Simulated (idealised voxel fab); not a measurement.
The document below concerns the process module designated voxel self aligned contacts.
The cross-section shown here is cut; it is 170 nm wide and divided into square cells measuring 5 nm on a side.
Cross-section spec: square-cell grid; bands listed top down; each band is one or more rows. Band: top and bottom heights (nm) first, top before bottom; then materials from left to right, widths in nm. "throughout" marks a sole material filling the band edge to edge. "air" denotes empty space. The level at which height equals 0 is the one under which the wafer, as it arrives, is entirely one material. No lower edge exists for the bottom band, which continues downward and is notated as in "0 down". The width entry "30..40" should be interpreted row by row: the top row of cells in the band takes the first number, the bottom row takes the second number, and the change between adjacent rows is uniform throughout. Where a step carries "left unchanged", the cross-section came out of it unchanged, cell for cell. Enclosed voids (no open way to top), threshold 8 cells or more, entry "Closed void roster", notation width x height at distance, distance from left edge, nm. Heads up: the bit after the settings on a step's line is the simulator's remark on that step. "overlay nm", when on a step's line for a step with a mask, measures how far to the right of its planned place the mask lay; a negative measure means to the left.

Steps in the process plan:
| 1 | RECEIVE | material Si |
| 2 | CONFORMAL_DEP | material SiO2 | thk nm 5 |
| 3 | DIRECTIONAL_DEP | material polySi | thk nm 25 |
| 4 | DIRECTIONAL_DEP | material SiN | thk nm 20 |
| 5 | PATTERN | tone cover | mask id GATE | material resist | width nm 35 | pitch nm 70 | thk nm 15 | overlay nm 0 |
| 6 | DIRECTIONAL_ETCH | etch materials SiN | depth nm 20 |
| 7 | DIRECTIONAL_ETCH | etch materials polySi | depth nm 25 |
| 8 | STRIP | etch materials resist |
| 9 | CONFORMAL_DEP | material SiN | thk nm 10 |
| 10 | DIRECTIONAL_ETCH | etch materials SiN | depth nm 10 |
| 11 | FILL_DEP | material SiO2 | thk nm 20 |
| 12 | CMP | height nm 60 |
| 13 | PATTERN | tone open | mask id CONTACT | material resist | width nm 55 | thk nm 15 | overlay nm 0 |
| 14 | DIRECTIONAL_ETCH | etch materials SiO2 | depth nm 60 |
| 15 | STRIP | etch materials resist |
| 16 | CONFORMAL_DEP | material TiN | thk nm 5 |
| 17 | FILL_DEP | material Ru | thk nm 10 |
| 18 | CMP | height nm 60 |
| 19 | CONFORMAL_DEP | material SiCN | thk nm 5 |

First out of two wafers; run went to plan:

Here's what the wafer looked like in cross-section when it arrived - that's after step 1:
    0 down | Si throughout
    Closed void roster: none

Cross-sectional representation of the wafer at the conclusion of step 2:
    5 to 0 | SiO2 throughout
    Unchanged below 0.

Cross-sectional representation of the wafer at the conclusion of step 3:
    30 to 5 | polySi throughout
    Unchanged below 5.

Cross-sectional representation of the wafer at the conclusion of step 4:
    50 to 30 | SiN throughout
    Unchanged below 30.

Cross-sectional representation of the wafer at the conclusion of step 5:
    65 to 50 | 30 nm air; 35 nm resist; 35 nm air; 35 nm resist; 35 nm air
    Unchanged below 50.

Cross-sectional representation of the wafer at the conclusion of step 6:
    65 to 50 | 30 nm air; 35 nm resist; 35 nm air; 35 nm resist; 35 nm air
    50 to 30 | 30 nm air; 35 nm SiN; 35 nm air; 35 nm SiN; 35 nm air
    Unchanged below 30.

Cross-sectional representation of the wafer at the conclusion of step 7:
    65 to 50 | 30 nm air; 35 nm resist; 35 nm air; 35 nm resist; 35 nm air
    50 to 30 | 30 nm air; 35 nm SiN; 35 nm air; 35 nm SiN; 35 nm air
    30 to 5 | 30 nm air; 35 nm polySi; 35 nm air; 35 nm polySi; 35 nm air
    Unchanged below 5.

Cross-sectional representation of the wafer at the conclusion of step 8:
    50 to 30 | 30 nm air; 35 nm SiN; 35 nm air; 35 nm SiN; 35 nm air
    Unchanged below 30.

Cross-sectional representation of the wafer at the conclusion of step 9:
    60 to 30 | 20 nm air; 55 nm SiN; 15 nm air; 55 nm SiN; 25 nm air
    30 to 15 | 20 nm air; 10 nm SiN; 35 nm polySi; 10 nm SiN; 15 nm air; 10 nm SiN; 35 nm polySi; 10 nm SiN; 25 nm air
    15 to 5 | 30 nm SiN; 35 nm polySi; 35 nm SiN; 35 nm polySi; 35 nm SiN
    Unchanged below 5.

Cross-sectional representation of the wafer at the conclusion of step 10:
    50 to 30 | 20 nm air; 55 nm SiN; 15 nm air; 55 nm SiN; 25 nm air
    30 to 5 | 20 nm air; 10 nm SiN; 35 nm polySi; 10 nm SiN; 15 nm air; 10 nm SiN; 35 nm polySi; 10 nm SiN; 25 nm air
    Unchanged below 5.

Cross-sectional representation of the wafer at the conclusion of step 11:
    70 to 50 | SiO2 throughout
    50 to 30 | 20 nm SiO2; 55 nm SiN; 15 nm SiO2; 55 nm SiN; 25 nm SiO2
    30 to 5 | 20 nm SiO2; 10 nm SiN; 35 nm polySi; 10 nm SiN; 15 nm SiO2; 10 nm SiN; 35 nm polySi; 10 nm SiN; 25 nm SiO2
    Unchanged below 5.

Cross-sectional representation of the wafer at the conclusion of step 12:
    60 to 50 | SiO2 throughout
    Unchanged below 50.

Cross-sectional representation of the wafer at the conclusion of step 13:
    75 to 60 | 55 nm resist; 55 nm air; 60 nm resist
    Unchanged below 60.

Cross-sectional representation of the wafer at the conclusion of step 14:
    75 to 60 | 55 nm resist; 55 nm air; 60 nm resist
    60 to 50 | 55 nm SiO2; 55 nm air; 60 nm SiO2
    50 to 30 | 20 nm SiO2; 55 nm SiN; 15 nm air; 55 nm SiN; 25 nm SiO2
    30 to 5 | 20 nm SiO2; 10 nm SiN; 35 nm polySi; 10 nm SiN; 15 nm air; 10 nm SiN; 35 nm polySi; 10 nm SiN; 25 nm SiO2
    5 to 0 | 75 nm SiO2; 15 nm air; 80 nm SiO2
    Unchanged below 0.

Cross-sectional representation of the wafer at the conclusion of step 15:
    60 to 50 | 55 nm SiO2; 55 nm air; 60 nm SiO2
    Unchanged below 50.

Cross-sectional representation of the wafer at the conclusion of step 16:
    65 to 60 | 60 nm TiN; 45 nm air; 65 nm TiN
    60 to 50 | 55 nm SiO2; 5..25 nm TiN; 45..5 nm air; 5..25 nm TiN; 60 nm SiO2
    50 to 30 | 20 nm SiO2; 55 nm SiN; 5 nm TiN; 5 nm air; 5 nm TiN; 55 nm SiN; 25 nm SiO2
    30 to 5 | 20 nm SiO2; 10 nm SiN; 35 nm polySi; 10 nm SiN; 5 nm TiN; 5 nm air; 5 nm TiN; 10 nm SiN; 35 nm polySi; 10 nm SiN; 25 nm SiO2
    5 to 0 | 75 nm SiO2; 15 nm TiN; 80 nm SiO2
    Unchanged below 0.

Cross-sectional representation of the wafer at the conclusion of step 17:
    75 to 65 | Ru throughout
    65 to 60 | 60 nm TiN; 45 nm Ru; 65 nm TiN
    60 to 50 | 55 nm SiO2; 5..25 nm TiN; 45..5 nm Ru; 5..25 nm TiN; 60 nm SiO2
    50 to 30 | 20 nm SiO2; 55 nm SiN; 5 nm TiN; 5 nm Ru; 5 nm TiN; 55 nm SiN; 25 nm SiO2
    30 to 5 | 20 nm SiO2; 10 nm SiN; 35 nm polySi; 10 nm SiN; 5 nm TiN; 5 nm Ru; 5 nm TiN; 10 nm SiN; 35 nm polySi; 10 nm SiN; 25 nm SiO2
    Unchanged below 5.

Cross-sectional representation of the wafer at the conclusion of step 18:
    60 to 50 | 55 nm SiO2; 5..25 nm TiN; 45..5 nm Ru; 5..25 nm TiN; 60 nm SiO2
    Unchanged below 50.

Cross-sectional representation of the wafer at the conclusion of step 19:
    65 to 60 | SiCN throughout
    Unchanged below 60.

Regarding the second of the two wafers: it shared the first wafer's starting condition and process plan, yet one error occurred during its execution. Its history coincides with that of the first wafer up to and including step 12:

Second wafer profile in section, at the moment step 13 of the plan was meant to be complete:
    75 to 60 | 65 nm resist; 55 nm air; 50 nm resist
    Unchanged below 60.

Second wafer profile in section, at the moment step 14 of the plan was meant to be complete:
    75 to 60 | 65 nm resist; 55 nm air; 50 nm resist
    60 to 50 | 65 nm SiO2; 55 nm air; 50 nm SiO2
    50 to 30 | 20 nm SiO2; 55 nm SiN; 15 nm air; 55 nm SiN; 25 nm SiO2
    30 to 5 | 20 nm SiO2; 10 nm SiN; 35 nm polySi; 10 nm SiN; 15 nm air; 10 nm SiN; 35 nm polySi; 10 nm SiN; 25 nm SiO2
    5 to 0 | 75 nm SiO2; 15 nm air; 80 nm SiO2
    Unchanged below 0.

Second wafer profile in section, at the moment step 15 of the plan was meant to be complete:
    60 to 50 | 65 nm SiO2; 55 nm air; 50 nm SiO2
    Unchanged below 50.

Second wafer profile in section, at the moment step 16 of the plan was meant to be complete:
    65 to 60 | 70 nm TiN; 45 nm air; 55 nm TiN
    60 to 50 | 65 nm SiO2; 5..15 nm TiN; 45..5 nm air; 5..35 nm TiN; 50 nm SiO2
    50 to 30 | 20 nm SiO2; 55 nm SiN; 5 nm TiN; 5 nm air; 5 nm TiN; 55 nm SiN; 25 nm SiO2
    30 to 5 | 20 nm SiO2; 10 nm SiN; 35 nm polySi; 10 nm SiN; 5 nm TiN; 5 nm air; 5 nm TiN; 10 nm SiN; 35 nm polySi; 10 nm SiN; 25 nm SiO2
    5 to 0 | 75 nm SiO2; 15 nm TiN; 80 nm SiO2
    Unchanged below 0.

Second wafer profile in section, at the moment step 17 of the plan was meant to be complete:
    75 to 65 | Ru throughout
    65 to 60 | 70 nm TiN; 45 nm Ru; 55 nm TiN
    60 to 50 | 65 nm SiO2; 5..15 nm TiN; 45..5 nm Ru; 5..35 nm TiN; 50 nm SiO2
    50 to 30 | 20 nm SiO2; 55 nm SiN; 5 nm TiN; 5 nm Ru; 5 nm TiN; 55 nm SiN; 25 nm SiO2
    30 to 5 | 20 nm SiO2; 10 nm SiN; 35 nm polySi; 10 nm SiN; 5 nm TiN; 5 nm Ru; 5 nm TiN; 10 nm SiN; 35 nm polySi; 10 nm SiN; 25 nm SiO2
    Unchanged below 5.

Second wafer profile in section, at the moment step 18 of the plan was meant to be complete:
    60 to 50 | 65 nm SiO2; 5..15 nm TiN; 45..5 nm Ru; 5..35 nm TiN; 50 nm SiO2
    Unchanged below 50.

Second wafer profile in section, at the moment step 19 of the plan was meant to be complete:
    65 to 60 | SiCN throughout
    Unchanged below 60.
What broke from the plan during processing? heads up, step 13 didn't go per plan, it actually ran as PATTERN | tone open | mask id CONTACT | material resist | width nm 55 | thk nm 15 | overlay nm 10
Heads up: at the end the two wafers have identical cell counts per material, they're just laid out differently.
